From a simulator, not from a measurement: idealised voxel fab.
The process module that follows is named voxel self aligned contacts.
The width of the displayed cross-section, cut, is 210 nm; its cells are square, with a size of 5 nm.
In this document a cross-section is written as a grid of square cells. It is given as a series of bands, listed from the top down, and a band is one or more rows of cells.
Band entry format. Leading values: height of top, height of bottom, nm. Remainder: materials in left-to-right order, each with its width in nm. Special words: "full width" on a single material, which then fills the band edge to edge; "blank", empty space.
Heads up on the height convention: 0 is the point under which the incoming wafer is all one material, and the lowest band has no bottom, it just keeps going down, like "0 -> down".
A two-number width, for instance "30 to 40", indicates that the width is equal to the first number in the top row of the band and to the second number in the bottom row, and that it changes by a constant amount per row of cells.
For the purposes of this document, the phrase "no alterations made" attached to a step denotes that no cell within the cross-section was modified by that step.
Empty spaces without an open route to the top, at least 8 cells in extent, make up the entry "Voids, enclosed"; each is given as width x height at distance, where the distance is measured from the left edge, and all are in nm.
after a step's settings: what the simulator itself notes on the step
Each step line may optionally specify "overlay nm", which for a step with a mask gives the rightward distance between the mask's planned place and where it lay, a negative value indicating the leftward direction.

**The following list gives the planned process steps**
1: RECEIVE with material Si
2: OXIDIZE with depth nm 5
3: DIRECTIONAL_DEP with material polySi, thk nm 30
4: DIRECTIONAL_DEP with material SiN, thk nm 15
5: DIRECTIONAL_DEP with material aC, thk nm 10
6: PATTERN with tone cover, mask id GATE, material resist, width nm 25, pitch nm 55, thk nm 25, overlay nm 0
7: DIRECTIONAL_ETCH with etch materials aC, depth nm 10
8: STRIP with etch materials resist
9: DIRECTIONAL_ETCH with etch materials SiN, depth nm 15
10: DIRECTIONAL_ETCH with etch materials polySi, depth nm 30
11: STRIP with etch materials aC
12: CONFORMAL_DEP with material SiN, thk nm 5
13: DIRECTIONAL_ETCH with etch materials SiN, depth nm 5
14: FILL_DEP with material SiO2, thk nm 15
15: CMP with height nm 55
16: PATTERN with tone open, mask id CONTACT, material resist, width nm 40, pitch nm 55, thk nm 20, overlay nm 0
17: DIRECTIONAL_ETCH with etch materials SiO2, depth nm 60
18: STRIP with etch materials resist
19: CONFORMAL_DEP with material TiN, thk nm 5
20: FILL_DEP with material Ru, thk nm 10
21: CMP with height nm 55
22: CONFORMAL_DEP with material SiN, thk nm 5

**Here's what the wafer looked like in cross-section when it arrived - that's after step 1**
* 0 -> down | Si full width
* Voids, enclosed: none

**Cross-section, end of module. Start: as above. Plan: as above. Execution: one mistake**
* 60 -> 55 | SiN full width
* 55 -> 45 | SiO2: 55  TiN: 5  Ru: 30 to 10  TiN: 5 to 25  SiO2: 15  TiN: 5  Ru: 30 to 10  TiN: 5 to 25  SiO2: 60
* 45 -> 30 | SiO2: 20  SiN: 35  TiN: 5  Ru: 10  TiN: 5  SiN: 35  TiN: 5  Ru: 10  TiN: 5  SiN: 35  SiO2: 45
* 30 -> 0 | SiO2: 20  SiN: 5  polySi: 25  SiN: 5  TiN: 5  Ru: 10  TiN: 5  SiN: 5  polySi: 25  SiN: 5  TiN: 5  Ru: 10  TiN: 5  SiN: 5  polySi: 25  SiN: 5  SiO2: 45
* 0 -> -5 | SiO2: 55  TiN: 20  SiO2: 35  TiN: 20  SiO2: 80
* -5 -> down | Si full width
* Voids, enclosed: none
Nonconformance to the process plan: step 6, actual vs plan mismatch, actual run PATTERN with tone cover, mask id GATE, material resist, width nm 25, pitch nm 55, thk nm 25, overlay nm -10
